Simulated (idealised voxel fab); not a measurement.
The document below concerns the process module designated voxel air gaps.
Section shown: cut. Width: 290 nm. Cell size: 5 nm, square.
Each cross-section below is a grid of square cells, stated as bands in top-down order, with one or more rows of cells making up each band.
Each band's line starts with the height of the band's top and of its bottom, in nm. Then come its materials from left to right, each with its width in nm. One material with "everywhere" fills the band from edge to edge. "air" is empty space.
Height 0 is the level under which the wafer as received is all one material. The lowest band goes on downwards, as in "0 -> down".
The two numbers in a width such as "30->40" mark its ends across the band: the first belongs to the top row of cells, the second to the bottom row, and from each row to the next the width moves by the same amount.
Take "left unchanged" at face value: in the step it is given for, the cross-section changed in none of its cells.
Enclosed voids (no open way to top), threshold 8 cells or more, entry "Fully sealed cavities", notation width x height at distance, distance from left edge, nm.
Note: text after step settings on the step line = simulator remark on that step.
Regarding "overlay nm": on a step with a mask, it is the distance the mask lay to the right of its planned place; a negative value places it to the left.
[The planned process steps are enumerated hereunder]
1. RECEIVE: material Si
2. CONFORMAL_DEP: material SiO2, thk nm 15
3. CONFORMAL_DEP: material SiN, thk nm 5
4. DIRECTIONAL_DEP: material SiO2, thk nm 40
5. PATTERN: tone open, mask id LINES, material resist, width nm 25, pitch nm 50, thk nm 15, overlay nm 0
6. DIRECTIONAL_ETCH: etch materials SiO2, depth nm 40
7. STRIP: etch materials resist
8. CONFORMAL_DEP: material TiN, thk nm 5
9. FILL_DEP: material Ru, thk nm 5
10. CMP: height nm 60
11. EPI: material Ru, thk nm 10
12. SELECTIVE_ETCH: etch materials SiO2, depth nm 50
13. CONFORMAL_DEP: material SiCN, thk nm 5
[First of two wafers, processed according to plan]
[Wafer as received: cross-section following step 1]
    0 -> down: Si everywhere
    Fully sealed cavities: none
[Step 2 complete: cross-section through the wafer]
    15 -> 0: SiO2 everywhere
    Lower than 0, everything is as it was.
[Step 3 complete: cross-section through the wafer]
    20 -> 15: SiN everywhere
    Lower than 15, everything is as it was.
[Step 4 complete: cross-section through the wafer]
    60 -> 20: SiO2 everywhere
    Lower than 20, everything is as it was.
[Step 5 complete: cross-section through the wafer]
    75 -> 60: 80 of resist  25 of air  25 of resist  25 of air  25 of resist  25 of air  85 of resist
    Lower than 60, everything is as it was.
[Step 6 complete: cross-section through the wafer]
    75 -> 60: 80 of resist  25 of air  25 of resist  25 of air  25 of resist  25 of air  85 of resist
    60 -> 20: 80 of SiO2  25 of air  25 of SiO2  25 of air  25 of SiO2  25 of air  85 of SiO2
    Lower than 20, everything is as it was.
[Step 7 complete: cross-section through the wafer]
    60 -> 20: 80 of SiO2  25 of air  25 of SiO2  25 of air  25 of SiO2  25 of air  85 of SiO2
    Lower than 20, everything is as it was.
[Step 8 complete: cross-section through the wafer]
    65 -> 60: 85 of TiN  15 of air  35 of TiN  15 of air  35 of TiN  15 of air  90 of TiN
    60 -> 25: 80 of SiO2  5 of TiN  15 of air  5 of TiN  25 of SiO2  5 of TiN  15 of air  5 of TiN  25 of SiO2  5 of TiN  15 of air  5 of TiN  85 of SiO2
    25 -> 20: 80 of SiO2  25 of TiN  25 of SiO2  25 of TiN  25 of SiO2  25 of TiN  85 of SiO2
    Lower than 20, everything is as it was.
[Step 9 complete: cross-section through the wafer]
    70 -> 65: Ru everywhere
    65 -> 60: 85 of TiN  15 of Ru  35 of TiN  15 of Ru  35 of TiN  15 of Ru  90 of TiN
    60 -> 25: 80 of SiO2  5 of TiN  15 of Ru  5 of TiN  25 of SiO2  5 of TiN  15 of Ru  5 of TiN  25 of SiO2  5 of TiN  15 of Ru  5 of TiN  85 of SiO2
    Lower than 25, everything is as it was.
[Step 10 complete: cross-section through the wafer]
    60 -> 25: 80 of SiO2  5 of TiN  15 of Ru  5 of TiN  25 of SiO2  5 of TiN  15 of Ru  5 of TiN  25 of SiO2  5 of TiN  15 of Ru  5 of TiN  85 of SiO2
    Lower than 25, everything is as it was.
[Step 11 complete: cross-section through the wafer]
    70 -> 60: 70 of air  45 of Ru  5 of air  45 of Ru  5 of air  45 of Ru  75 of air
    Lower than 60, everything is as it was.
[Step 12 complete: cross-section through the wafer]
    70 -> 60: 70 of air  45 of Ru  5 of air  45 of Ru  5 of air  45 of Ru  75 of air
    60 -> 25: 80 of air  5 of TiN  15 of Ru  5 of TiN  25 of air  5 of TiN  15 of Ru  5 of TiN  25 of air  5 of TiN  15 of Ru  5 of TiN  85 of air
    25 -> 20: 80 of air  25 of TiN  25 of air  25 of TiN  25 of air  25 of TiN  85 of air
    Lower than 20, everything is as it was.
[Step 13 complete: cross-section through the wafer]
    75 -> 70: 65 of air  155 of SiCN  70 of air
    70 -> 60: 65 of air  5 of SiCN  45 of Ru  5 of SiCN  45 of Ru  5 of SiCN  45 of Ru  5 of SiCN  70 of air
    60 -> 55: 65 of air  15 of SiCN  5 of TiN  15 of Ru  5 of TiN  25 of SiCN  5 of TiN  15 of Ru  5 of TiN  25 of SiCN  5 of TiN  15 of Ru  5 of TiN  15 of SiCN  70 of air
    55 -> 25: 75 of air  5 of SiCN  5 of TiN  15 of Ru  5 of TiN  5 of SiCN  15 of air  5 of SiCN  5 of TiN  15 of Ru  5 of TiN  5 of SiCN  15 of air  5 of SiCN  5 of TiN  15 of Ru  5 of TiN  5 of SiCN  80 of air
    25 -> 20: 80 of SiCN  25 of TiN  25 of SiCN  25 of TiN  25 of SiCN  25 of TiN  85 of SiCN
    Lower than 20, everything is as it was.
    Fully sealed cavities: 15 x 30 at 110; 15 x 30 at 160
[The second wafer: identical to the first at the outset and in its planned sequence, differing only in that one mistake was made during processing; up to and including step 1, its path is the first wafer's path]
[Planned end of step 2: second wafer, cross-section]
    30 -> 0: SiO2 everywhere
    Lower than 0, everything is as it was.
[Planned end of step 3: second wafer, cross-section]
    35 -> 30: SiN everywhere
    Lower than 30, everything is as it was.
[Planned end of step 4: second wafer, cross-section]
    75 -> 35: SiO2 everywhere
    Lower than 35, everything is as it was.
[Planned end of step 5: second wafer, cross-section]
    90 -> 75: 80 of resist  25 of air  25 of resist  25 of air  25 of resist  25 of air  85 of resist
    Lower than 75, everything is as it was.
[Planned end of step 6: second wafer, cross-section]
    90 -> 75: 80 of resist  25 of air  25 of resist  25 of air  25 of resist  25 of air  85 of resist
    75 -> 35: 80 of SiO2  25 of air  25 of SiO2  25 of air  25 of SiO2  25 of air  85 of SiO2
    Lower than 35, everything is as it was.
[Planned end of step 7: second wafer, cross-section]
    75 -> 35: 80 of SiO2  25 of air  25 of SiO2  25 of air  25 of SiO2  25 of air  85 of SiO2
    Lower than 35, everything is as it was.
[Planned end of step 8: second wafer, cross-section]
    80 -> 75: 85 of TiN  15 of air  35 of TiN  15 of air  35 of TiN  15 of air  90 of TiN
    75 -> 40: 80 of SiO2  5 of TiN  15 of air  5 of TiN  25 of SiO2  5 of TiN  15 of air  5 of TiN  25 of SiO2  5 of TiN  15 of air  5 of TiN  85 of SiO2
    40 -> 35: 80 of SiO2  25 of TiN  25 of SiO2  25 of TiN  25 of SiO2  25 of TiN  85 of SiO2
    Lower than 35, everything is as it was.
[Planned end of step 9: second wafer, cross-section]
    85 -> 80: Ru everywhere
    80 -> 75: 85 of TiN  15 of Ru  35 of TiN  15 of Ru  35 of TiN  15 of Ru  90 of TiN
    75 -> 40: 80 of SiO2  5 of TiN  15 of Ru  5 of TiN  25 of SiO2  5 of TiN  15 of Ru  5 of TiN  25 of SiO2  5 of TiN  15 of Ru  5 of TiN  85 of SiO2
    Lower than 40, everything is as it was.
[Planned end of step 10: second wafer, cross-section]
    60 -> 40: 80 of SiO2  5 of TiN  15 of Ru  5 of TiN  25 of SiO2  5 of TiN  15 of Ru  5 of TiN  25 of SiO2  5 of TiN  15 of Ru  5 of TiN  85 of SiO2
    Lower than 40, everything is as it was.
[Planned end of step 11: second wafer, cross-section]
    70 -> 60: 70 of air  45 of Ru  5 of air  45 of Ru  5 of air  45 of Ru  75 of air
    Lower than 60, everything is as it was.
[Planned end of step 12: second wafer, cross-section]
    70 -> 60: 70 of air  45 of Ru  5 of air  45 of Ru  5 of air  45 of Ru  75 of air
    60 -> 40: 80 of air  5 of TiN  15 of Ru  5 of TiN  25 of air  5 of TiN  15 of Ru  5 of TiN  25 of air  5 of TiN  15 of Ru  5 of TiN  85 of air
    40 -> 35: 80 of air  25 of TiN  25 of air  25 of TiN  25 of air  25 of TiN  85 of air
    Lower than 35, everything is as it was.
[Planned end of step 13: second wafer, cross-section]
    75 -> 70: 65 of air  155 of SiCN  70 of air
    70 -> 60: 65 of air  5 of SiCN  45 of Ru  5 of SiCN  45 of Ru  5 of SiCN  45 of Ru  5 of SiCN  70 of air
    60 -> 55: 65 of air  15 of SiCN  5 of TiN  15 of Ru  5 of TiN  25 of SiCN  5 of TiN  15 of Ru  5 of TiN  25 of SiCN  5 of TiN  15 of Ru  5 of TiN  15 of SiCN  70 of air
    55 -> 40: 75 of air  5 of SiCN  5 of TiN  15 of Ru  5 of TiN  5 of SiCN  15 of air  5 of SiCN  5 of TiN  15 of Ru  5 of TiN  5 of SiCN  15 of air  5 of SiCN  5 of TiN  15 of Ru  5 of TiN  5 of SiCN  80 of air
    40 -> 35: 80 of SiCN  25 of TiN  25 of SiCN  25 of TiN  25 of SiCN  25 of TiN  85 of SiCN
    Lower than 35, everything is as it was.
    Fully sealed cavities: 15 x 15 at 110; 15 x 15 at 160
Run error: twice, step 2 of the plan was run
Upon completion, the second wafer contains, in terms of cells, a greater or smaller amount of certain materials than the first wafer: 27 fewer of Ru, 18 fewer of SiCN, 174 more of SiO2, 18 fewer of TiN
